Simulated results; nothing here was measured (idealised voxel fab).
The document below concerns the process module designated voxel trench capacitor.
FYI the section here is cut, 280 nm wide, cells are 5 nm squares.
Heads up, the way a cross-section reads in here is a grid of square cells, handed over as bands from the top down, with every band being one or more rows of cells. Look at the band entry: it leads with the top's height and the bottom's height in nm. Then it lists the materials left to right, with a width in nm for each. The word "throughout" on a single material says that material fills the band edge to edge. The word "blank" is empty space. It should be noted that heights are counted from 0, beneath which the wafer as supplied is of one material throughout, and that the lowest band possesses no lower boundary but continues downward, as written in "0 and below". The width entry "30 to 40" should be interpreted row by row: the top row of cells in the band takes the first number, the bottom row takes the second number, and the change between adjacent rows is uniform throughout. Basically "no modifications" means that step didn't change any cell in the cross-section. Listed in "Fully sealed cavities": every empty space of 8 or more cells without an open way to the top. Form: width x height at distance, the distance being from the left edge, all in nm. That trailing text on a step's line, after the settings, is the simulator's own remark on the step. A step line may carry the setting "overlay nm", which, for steps involving a mask, states the distance by which the mask lay to the right of its intended position; negative values denote displacement to the left.

plan
step 1: RECEIVE, material Si
step 2: CONFORMAL_DEP, material SiN, thk nm 10
step 3: MASKED_ETCH, tone open, mask id TRENCH, width nm 25, pitch nm 55, etch materials SiN, depth nm 10, overlay nm 0
step 4: MASKED_ETCH, tone open, mask id TRENCH, width nm 25, pitch nm 55, etch materials Si, depth nm 30, overlay nm 0
step 5: CONFORMAL_DEP, material SiO2, thk nm 5
step 6: FILL_DEP, material polySi, thk nm 5
step 7: CMP, height nm 10

Cross-section of the incoming wafer, state after step 1
    0 and below: Si throughout
    Fully sealed cavities: none

One mistake in running the module, otherwise start and plan as above: cross-section at the end
    10 down to 0: SiN (45) | SiO2 (5) | polySi (15) | SiO2 (5) | SiN (30) | SiO2 (5) | polySi (15) | SiO2 (5) | SiN (30) | SiO2 (5) | polySi (15) | SiO2 (5) | SiN (30) | SiO2 (5) | polySi (15) | SiO2 (5) | SiN (45)
    0 down to -55: Si (45) | SiO2 (5) | polySi (15) | SiO2 (5) | Si (30) | SiO2 (5) | polySi (15) | SiO2 (5) | Si (30) | SiO2 (5) | polySi (15) | SiO2 (5) | Si (30) | SiO2 (5) | polySi (15) | SiO2 (5) | Si (45)
    -55 down to -60: Si (45) | SiO2 (25) | Si (30) | SiO2 (25) | Si (30) | SiO2 (25) | Si (30) | SiO2 (25) | Si (45)
    -60 and below: Si throughout
    Fully sealed cavities: none
Processing error: step 4, plan: ran twice
